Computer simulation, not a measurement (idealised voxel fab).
The name of this process module is voxel released beams.
For reference, the cross-section in this document is cut, with width 285 nm and square cells of 5 nm.
In this document a cross-section is written as a grid of square cells. It is given as a series of bands, listed from the top down, and a band is one or more rows of cells. The band entry comprises the height of the band's top followed by the height of its bottom, expressed in nm, and subsequently the band's materials from left to right, each stated together with its width in nm. Where a single material is marked with the word "all across", that material fills the band from edge to edge. The word "empty" represents empty space. Heads up on the height convention: 0 is the point under which the incoming wafer is all one material, and the lowest band has no bottom, it just keeps going down, like "top 0, no bottom". A two-number width, for instance "30..40", indicates that the width is equal to the first number in the top row of the band and to the second number in the bottom row, and that it changes by a constant amount per row of cells. The cross-section has no changed cell in any step marked "same as before". Look at "Trapped void list" for the closed voids: empty spaces with no open path to the top, sized 8 cells or up. Each is width x height at distance, distance from the left edge, all nm. Whatever follows a step's settings on its line is a remark the simulator itself makes about that step. overlay nm: step with mask; distance mask lay right of planned place; negative value = left of planned place.
# This section lists the process steps that were planned
1. RECEIVE [material Si]
2. CONFORMAL_DEP [material Al2O3] [thk nm 5]
3. DIRECTIONAL_DEP [material SiO2] [thk nm 20]
4. PATTERN [tone open] [mask id ANCHOR] [material resist] [width nm 35] [thk nm 20] [overlay nm 0]
5. DIRECTIONAL_ETCH [etch materials SiO2] [depth nm 20]
6. STRIP [etch materials resist]
7. CONFORMAL_DEP [material SiN] [thk nm 15]
8. MASKED_ETCH [tone cover] [mask id BEAM] [width nm 85] [etch materials SiN] [depth nm 15] [overlay nm 0]
9. STRIP [etch materials SiO2]
# What follows covers the first of two wafers; it ran as planned
# Cross-section, incoming material, after step 1
> top 0, no bottom  Si all across
> Trapped void list: none
# Cross-section of the wafer subsequent to step 2
> top 5, bottom 0  Al2O3 all across
> Beneath the level 0, the cross-section is identical to its previous state.
# Cross-section of the wafer subsequent to step 3
> top 25, bottom 5  SiO2 all across
> Beneath the level 5, the cross-section is identical to its previous state.
# Cross-section of the wafer subsequent to step 4
> top 45, bottom 25  resist (100) / empty (35) / resist (150)
> Beneath the level 25, the cross-section is identical to its previous state.
# Cross-section of the wafer subsequent to step 5
> top 45, bottom 25  resist (100) / empty (35) / resist (150)
> top 25, bottom 5  SiO2 (100) / empty (35) / SiO2 (150)
> Beneath the level 5, the cross-section is identical to its previous state.
# Cross-section of the wafer subsequent to step 6
> top 25, bottom 5  SiO2 (100) / empty (35) / SiO2 (150)
> Beneath the level 5, the cross-section is identical to its previous state.
# Cross-section of the wafer subsequent to step 7
> top 40, bottom 25  SiN (115) / empty (5) / SiN (165)
> top 25, bottom 20  SiO2 (100) / SiN (15) / empty (5) / SiN (15) / SiO2 (150)
> top 20, bottom 5  SiO2 (100) / SiN (35) / SiO2 (150)
> Beneath the level 5, the cross-section is identical to its previous state.
# Cross-section of the wafer subsequent to step 8
> top 40, bottom 25  empty (95) / SiN (20) / empty (5) / SiN (60) / empty (105)
> Beneath the level 25, the cross-section is identical to its previous state.
# Cross-section of the wafer subsequent to step 9
> top 40, bottom 25  empty (95) / SiN (20) / empty (5) / SiN (60) / empty (105)
> top 25, bottom 20  empty (100) / SiN (15) / empty (5) / SiN (15) / empty (150)
> top 20, bottom 5  empty (100) / SiN (35) / empty (150)
> Beneath the level 5, the cross-section is identical to its previous state.
# Second of two: same start, same plan, one run error; steps up to and including 6 match the first
# Second wafer, section view, time point: scheduled end of step 7
> top 55, bottom 25  SiN all across
> top 25, bottom 5  SiO2 (100) / SiN (35) / SiO2 (150)
> Beneath the level 5, the cross-section is identical to its previous state.
# Second wafer, section view, time point: scheduled end of step 8
> top 55, bottom 40  empty (95) / SiN (85) / empty (105)
> Beneath the level 40, the cross-section is identical to its previous state.
Second wafer, section view, time point: scheduled end of step 9: same as before
Nonconformance to the process plan: plan step 7 ran twice
The second wafer ends with more or fewer cells of some materials than the first, per final count: SiN: 175 more, SiO2: 200 more
